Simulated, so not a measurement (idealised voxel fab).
The process module presented herein is designated voxel capacitor over wiring.
We display cut, a cross-section 140 nm in width whose square cells are each 5 nm.
Notation: cross-section as square-cell grid; stated in bands, top first, going down; one or more cell rows per band. For a band, the entry starts with two heights in nm, that of the top and then that of the bottom, and carries on with the band's materials in order from left to right, each alongside its width in nm; the word "full width" beside a single material means it fills the band edge to edge, and "empty" means empty space. Beneath 0, the wafer as received is one material, and that level is where height counting begins. The lowest band goes on downward without a bottom; it is written like "0 -> down". Read "30->40" as a graded width: first number on top, second number at the bottom, same change between each pair of neighbouring rows. Take "remained unchanged" at face value: in the step it is given for, the cross-section changed in none of its cells. Heads up: "Unvented internal voids" only lists the empty pockets with no open path to the top that are 8 cells or more, and it writes them as width x height at distance, distance from the left edge, in nm. The remark found on a step's line after its settings is issued by the simulator itself and pertains to that step. "overlay nm" on a masked step: distance the mask lay right of its planned place, negative for left.
SO HERE'S THE LINEUP OF PROCESS STEPS WE PLANNED
- 1: RECEIVE,material Si
- 2: CONFORMAL_DEP,material SiO2,thk nm 15
- 3: DIRECTIONAL_DEP,material TiN,thk nm 5
- 4: DIRECTIONAL_DEP,material W,thk nm 25
- 5: MASKED_ETCH,tone cover,mask id METAL_1,width nm 20,pitch nm 75,etch materials W,depth nm 25,overlay nm 0
- 6: MASKED_ETCH,tone cover,mask id METAL_1,width nm 20,pitch nm 75,etch materials TiN,depth nm 5,overlay nm 0
- 7: FILL_DEP,material lowk,thk nm 5
- 8: CMP,height nm 45
- 9: CONFORMAL_DEP,material SiCN,thk nm 5
- 10: DIRECTIONAL_DEP,material lowk,thk nm 15
- 11: PATTERN,tone open,mask id PLUG_1,material resist,width nm 15,thk nm 20,overlay nm 0
- 12: DIRECTIONAL_ETCH,etch materials lowk,depth nm 15
- 13: DIRECTIONAL_ETCH,etch materials SiCN,depth nm 5
- 14: STRIP,etch materials resist
- 15: EPI,material Ru,thk nm 10
- 16: EPI,material Ru,thk nm 10
- 17: DIRECTIONAL_DEP,material TiN,thk nm 5
- 18: DIRECTIONAL_DEP,material SiN,thk nm 5
- 19: DIRECTIONAL_DEP,material TiN,thk nm 10
- 20: PATTERN,tone cover,mask id UPPER_PLATE,material resist,width nm 60,thk nm 20,overlay nm 0
- 21: DIRECTIONAL_ETCH,etch materials TiN,depth nm 10
- 22: DIRECTIONAL_ETCH,etch materials SiN,depth nm 5
- 23: STRIP,etch materials resist
- 24: DIRECTIONAL_DEP,material aC,thk nm 10
- 25: PATTERN,tone cover,mask id LOWER_PLATE,material resist,width nm 70,thk nm 30,overlay nm 0
- 26: DIRECTIONAL_ETCH,etch materials aC,depth nm 10
- 27: STRIP,etch materials resist
- 28: DIRECTIONAL_ETCH,etch materials TiN,depth nm 5
- 29: STRIP,etch materials aC
- 30: FILL_DEP,material SiO2,thk nm 15
- 31: CMP,height nm 95
- 32: MASKED_ETCH,tone open,mask id PLUG_2,width nm 15,etch materials SiO2,depth nm 10,overlay nm 0
- 33: CONFORMAL_DEP,material TiN,thk nm 5
- 34: FILL_DEP,material Cu,thk nm 5
- 35: CMP,height nm 95
- 36: CONFORMAL_DEP,material SiCN,thk nm 5
STEP 1 COMPLETE: CROSS-SECTION OF THE WAFER AS RECEIVED
> 0 -> down: Si full width
> Unvented internal voids: none
THE MODULE WAS RUN FROM THE START SHOWN ABOVE USING THE PLAN SHOWN ABOVE, BUT ONE MISTAKE WAS MADE DOING IT; THE RESULTING WAFER CROSS-SECTION IS BELOW
> 100 -> 95: SiCN full width
> 95 -> 85: SiO2 (25), then TiN (60), then SiO2 (55)
> 85 -> 80: SiO2 (25), then SiN (60), then SiO2 (55)
> 80 -> 70: SiN full width
> 70 -> 65: TiN full width
> 65 -> 50: lowk (25), then Ru (15), then lowk (100)
> 50 -> 45: SiCN (25), then Ru (15), then SiCN (100)
> 45 -> 20: lowk (20), then W (20), then lowk (55), then W (20), then lowk (25)
> 20 -> 15: lowk (20), then TiN (20), then lowk (55), then TiN (20), then lowk (25)
> 15 -> 0: SiO2 full width
> 0 -> down: Si full width
> Unvented internal voids: none
Deviation from plan: step 18, actual vs plan mismatch, actual run DIRECTIONAL_DEP,material SiN,thk nm 15
